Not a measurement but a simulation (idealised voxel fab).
process module | voxel self aligned vias
cross-section cut | 185 nm wide | cells 5 nm
A cross-section is a grid of square cells, given in bands from the top down. A band is one or more rows of cells.
Each band's line starts with the height of the band's top and of its bottom, in nm. Then come its materials from left to right, each with its width in nm. One material with "throughout" fills the band from edge to edge. "air" is empty space.
Height 0 is the level under which the wafer as received is all one material. The lowest band goes on downwards, as in "0 down".
A width such as "30 to 40" changes by the same amount from each row of cells to the next, from the band's top row to its bottom row.
"no change" after a step means that no cell of the cross-section changed.
closed voids: empty space of 8 cells or more with no open way to the top, each as width x height at its distance from the left edge, in nm
after a step's settings: what the simulator itself notes on the step
overlay nm, on a step with a mask: how far to the right of its planned place the mask lay; to the left if negative
plan
1 op RECEIVE | material Si
2 op CONFORMAL_DEP | material SiO2 | thk nm 15
3 op CONFORMAL_DEP | material SiCN | thk nm 5
4 op DIRECTIONAL_DEP | material SiO2 | thk nm 20
5 op DIRECTIONAL_DEP | material aC | thk nm 15
6 op PATTERN | tone open | mask id LINES | material resist | width nm 20 | pitch nm 70 | thk nm 35 | overlay nm 0
7 op DIRECTIONAL_ETCH | etch materials aC | depth nm 15
8 op STRIP | etch materials resist
9 op DIRECTIONAL_ETCH | etch materials SiO2 | depth nm 20
10 op STRIP | etch materials aC
11 op CONFORMAL_DEP | material TiN | thk nm 5
12 op FILL_DEP | material W | thk nm 5
13 op CMP | height nm 40
14 op SELECTIVE_ETCH | etch materials W Ru TiN | depth nm 5
15 op FILL_DEP | material SiN | thk nm 5
16 op CMP | height nm 40
17 op DIRECTIONAL_DEP | material SiO2 | thk nm 20
18 op DIRECTIONAL_DEP | material aC | thk nm 15
19 op PATTERN | tone open | mask id VIAS | material resist | width nm 40 | thk nm 30 | overlay nm 0
20 op DIRECTIONAL_ETCH | etch materials aC | depth nm 15
21 op STRIP | etch materials resist
22 op DIRECTIONAL_ETCH | etch materials SiO2 | depth nm 20
23 op DIRECTIONAL_ETCH | etch materials SiN | depth nm 5
24 op STRIP | etch materials aC
25 op CONFORMAL_DEP | material TiN | thk nm 5
26 op FILL_DEP | material Cu | thk nm 5
27 op CMP | height nm 60
28 op CONFORMAL_DEP | material SiCN | thk nm 5
as received, after step 1
  0 down: Si throughout
  closed voids: none
first wafer at the end, as planned
  65 to 60: SiCN throughout
  60 to 45: SiO2 35 | TiN 5 | Cu 30 | TiN 5 | SiO2 110
  45 to 40: SiO2 35 | TiN 15 | Cu 10 | TiN 15 | SiO2 110
  40 to 35: SiO2 45 | TiN 20 | SiO2 50 | SiN 20 | SiO2 50
  35 to 25: SiO2 45 | TiN 5 | W 10 | TiN 5 | SiO2 50 | TiN 5 | W 10 | TiN 5 | SiO2 50
  25 to 20: SiO2 45 | TiN 20 | SiO2 50 | TiN 20 | SiO2 50
  20 to 15: SiCN throughout
  15 to 0: SiO2 throughout
  0 down: Si throughout
  closed voids: none
second wafer at the end: like start, like plan, one mistake
  65 to 60: SiCN throughout
  60 to 40: SiO2 35 | TiN 5 | Cu 30 | TiN 5 | SiO2 110
  40 to 35: SiN 35 | TiN 40 | SiN 110
  35 to 20: SiO2 45 | TiN 5 | W 10 | TiN 5 | SiO2 50 | TiN 5 | W 10 | TiN 5 | SiO2 50
  20 to 15: SiO2 45 | TiN 20 | SiO2 50 | TiN 20 | SiO2 50
  15 to 0: SiO2 throughout
  0 down: Si throughout
  closed voids: none
what went wrong: step 3 was left out
at the end the second wafer has, in cells: 4 more of Cu | 37 fewer of SiCN | 25 more of SiN | 4 more of TiN | 4 more of W
